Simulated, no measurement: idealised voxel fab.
process module | voxel tone inversion
cross-section cut | 215 nm wide | cells 5 nm
A cross-section is a grid of square cells, given in bands from the top down. A band is one or more rows of cells.
Each band's line starts with the height of the band's top and of its bottom, in nm. Then come its materials from left to right, each with its width in nm. One material with "throughout" fills the band from edge to edge. "air" is empty space.
Height 0 is the level under which the wafer as received is all one material. The lowest band goes on downwards, as in "0 down".
A width such as "30 to 40" changes by the same amount from each row of cells to the next, from the band's top row to its bottom row.
"no change" after a step means that no cell of the cross-section changed.
closed voids: empty space of 8 cells or more with no open way to the top, each as width x height at its distance from the left edge, in nm
after a step's settings: what the simulator itself notes on the step
overlay nm, on a step with a mask: how far to the right of its planned place the mask lay; to the left if negative
plan
1 op RECEIVE | material Si
2 op CONFORMAL_DEP | material SiN | thk nm 5
3 op DIRECTIONAL_DEP | material aC | thk nm 15
4 op PATTERN | tone cover | mask id POSTS | material resist | width nm 20 | pitch nm 50 | thk nm 20 | overlay nm 0
5 op DIRECTIONAL_ETCH | etch materials aC | depth nm 15
6 op STRIP | etch materials resist
7 op FILL_DEP | material lowk | thk nm 5
8 op CMP | height nm 20
9 op STRIP | etch materials aC
first wafer, as planned
as received, after step 1
  0 down: Si throughout
  closed voids: none
after step 2
  5 to 0: SiN throughout
  below 0: unchanged
after step 3
  20 to 5: aC throughout
  below 5: unchanged
after step 4
  40 to 20: air 20 | resist 20 | air 30 | resist 20 | air 30 | resist 20 | air 30 | resist 20 | air 25
  below 20: unchanged
after step 5
  25 to 20: air 20 | resist 20 | air 30 | resist 20 | air 30 | resist 20 | air 30 | resist 20 | air 25
  20 to 5: air 20 | aC 20 | air 30 | aC 20 | air 30 | aC 20 | air 30 | aC 20 | air 25
  below 5: unchanged
after step 6
  20 to 5: air 20 | aC 20 | air 30 | aC 20 | air 30 | aC 20 | air 30 | aC 20 | air 25
  below 5: unchanged
after step 7
  25 to 20: lowk throughout
  20 to 5: lowk 20 | aC 20 | lowk 30 | aC 20 | lowk 30 | aC 20 | lowk 30 | aC 20 | lowk 25
  below 5: unchanged
after step 8
  20 to 5: lowk 20 | aC 20 | lowk 30 | aC 20 | lowk 30 | aC 20 | lowk 30 | aC 20 | lowk 25
  below 5: unchanged
after step 9
  20 to 5: lowk 20 | air 20 | lowk 30 | air 20 | lowk 30 | air 20 | lowk 30 | air 20 | lowk 25
  below 5: unchanged
second wafer: like start, like plan, one mistake. Through step 1 it matches the first wafer
when step 2 should have ended
  15 to 0: SiN throughout
  below 0: unchanged
when step 3 should have ended
  30 to 15: aC throughout
  below 15: unchanged
when step 4 should have ended
  50 to 30: air 20 | resist 20 | air 30 | resist 20 | air 30 | resist 20 | air 30 | resist 20 | air 25
  below 30: unchanged
when step 5 should have ended
  35 to 30: air 20 | resist 20 | air 30 | resist 20 | air 30 | resist 20 | air 30 | resist 20 | air 25
  30 to 15: air 20 | aC 20 | air 30 | aC 20 | air 30 | aC 20 | air 30 | aC 20 | air 25
  below 15: unchanged
when step 6 should have ended
  30 to 15: air 20 | aC 20 | air 30 | aC 20 | air 30 | aC 20 | air 30 | aC 20 | air 25
  below 15: unchanged
when step 7 should have ended
  35 to 30: lowk throughout
  30 to 15: lowk 20 | aC 20 | lowk 30 | aC 20 | lowk 30 | aC 20 | lowk 30 | aC 20 | lowk 25
  below 15: unchanged
when step 8 should have ended
  20 to 15: lowk 20 | aC 20 | lowk 30 | aC 20 | lowk 30 | aC 20 | lowk 30 | aC 20 | lowk 25
  below 15: unchanged
when step 9 should have ended
  20 to 15: lowk 20 | air 20 | lowk 30 | air 20 | lowk 30 | air 20 | lowk 30 | air 20 | lowk 25
  below 15: unchanged
what went wrong: step 2 ran as: op CONFORMAL_DEP | material SiN | thk nm 15
at the end the second wafer has, in cells: 86 more of SiN | 54 fewer of lowk
